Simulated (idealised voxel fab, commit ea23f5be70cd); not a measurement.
Proc. module: voxel gate over fins
The cross-section shown here is cut; it is 140 nm wide and divided into square cells measuring 5 nm on a side.
Format of a cross-section: grid, square cells. Given as bands. Order: top down. Band: one or more rows of cells. It is stipulated that each band's entry specify, in nanometres, the height of the top of the band and then that of its bottom, followed by the materials of the band in left-to-right sequence, each together with its width in nanometres. A single material marked by the word "everywhere" is understood to fill the band from edge to edge; the word "air" is understood to denote empty space. Basically, 0 is our baseline, since under it the wafer straight out of the box is all one material. The bottom band has no lower end and keeps on going down, so it looks like "0 -> down". You'd read "30->40" like this: the band's top row of cells is as wide as the first number, its bottom row is as wide as the second, and going down, every row changes width by the same amount as the row before did. Any step labelled "stayed the same" changed none of the cells in the cross-section. The label "Enclosed voids" introduces a list of the empty spaces, 8 cells or larger, that have no open way up to the top; each entry in it reads width x height at distance, where the distance is taken from the left edge and all three are stated in nm. The remark found on a step's line after its settings is issued by the simulator itself and pertains to that step. The setting "overlay nm" may be written on the line of a step. When the step uses a mask, the value reports how far to the right of the planned place the mask lay, and a negative value reports that it lay to the left.

The process steps that were planned are listed below
1: RECEIVE,material Si
2: CONFORMAL_DEP,material SiN,thk nm 5
3: DIRECTIONAL_DEP,material aC,thk nm 15
4: PATTERN,tone cover,mask id FINS,material resist,width nm 15,pitch nm 45,thk nm 30,overlay nm 0
5: DIRECTIONAL_ETCH,etch materials aC,depth nm 15
6: STRIP,etch materials resist
7: DIRECTIONAL_ETCH,etch materials SiN,depth nm 5
8: DIRECTIONAL_ETCH,etch materials Si,depth nm 40
9: STRIP,etch materials aC
10: FILL_DEP,material SiO2,thk nm 15
11: CMP,height nm 5
12: SELECTIVE_ETCH,etch materials SiO2,depth nm 20
13: STRIP,etch materials SiN
14: CONFORMAL_DEP,material HfO2,thk nm 5
15: CONFORMAL_DEP,material TiN,thk nm 5
16: FILL_DEP,material W,thk nm 10
17: CMP,height nm 15
18: CONFORMAL_DEP,material SiCN,thk nm 5

Cross-section of the wafer upon arrival, representing the state reached after step 1
0 -> down = Si everywhere
Enclosed voids: none

first wafer at the end, as planned
20 -> 15 = SiCN everywhere
15 -> 10 = W everywhere
10 -> 5 = 30 nm W / 35 nm TiN / 10 nm W / 35 nm TiN / 30 nm W
5 -> 0 = 30 nm W / 5 nm TiN / 25 nm HfO2 / 5 nm TiN / 10 nm W / 5 nm TiN / 25 nm HfO2 / 5 nm TiN / 30 nm W
0 -> -5 = 30 nm W / 5 nm TiN / 5 nm HfO2 / 15 nm Si / 5 nm HfO2 / 5 nm TiN / 10 nm W / 5 nm TiN / 5 nm HfO2 / 15 nm Si / 5 nm HfO2 / 5 nm TiN / 30 nm W
-5 -> -10 = 35 nm TiN / 5 nm HfO2 / 15 nm Si / 5 nm HfO2 / 20 nm TiN / 5 nm HfO2 / 15 nm Si / 5 nm HfO2 / 35 nm TiN
-10 -> -15 = 40 nm HfO2 / 15 nm Si / 30 nm HfO2 / 15 nm Si / 40 nm HfO2
-15 -> -40 = 40 nm SiO2 / 15 nm Si / 30 nm SiO2 / 15 nm Si / 40 nm SiO2
-40 -> down = Si everywhere
Enclosed voids: none

This is the second of the two wafers, cross-sectioned at the end of the module; it started exactly like the first and was given the same plan, but it was run with one mistake
20 -> 15 = SiCN everywhere
15 -> 5 = W everywhere
5 -> 0 = 35 nm W / 25 nm TiN / 20 nm W / 25 nm TiN / 35 nm W
0 -> -10 = 35 nm W / 5 nm TiN / 15 nm Si / 5 nm TiN / 20 nm W / 5 nm TiN / 15 nm Si / 5 nm TiN / 35 nm W
-10 -> -15 = 40 nm TiN / 15 nm Si / 30 nm TiN / 15 nm Si / 40 nm TiN
-15 -> -40 = 40 nm SiO2 / 15 nm Si / 30 nm SiO2 / 15 nm Si / 40 nm SiO2
-40 -> down = Si everywhere
Enclosed voids: none
The plan and the run diverged here: step 14 of the plan was bypassed and not carried out
End of process, cell counts, second wafer against first, materials with more or fewer: HfO2 -40; W +40
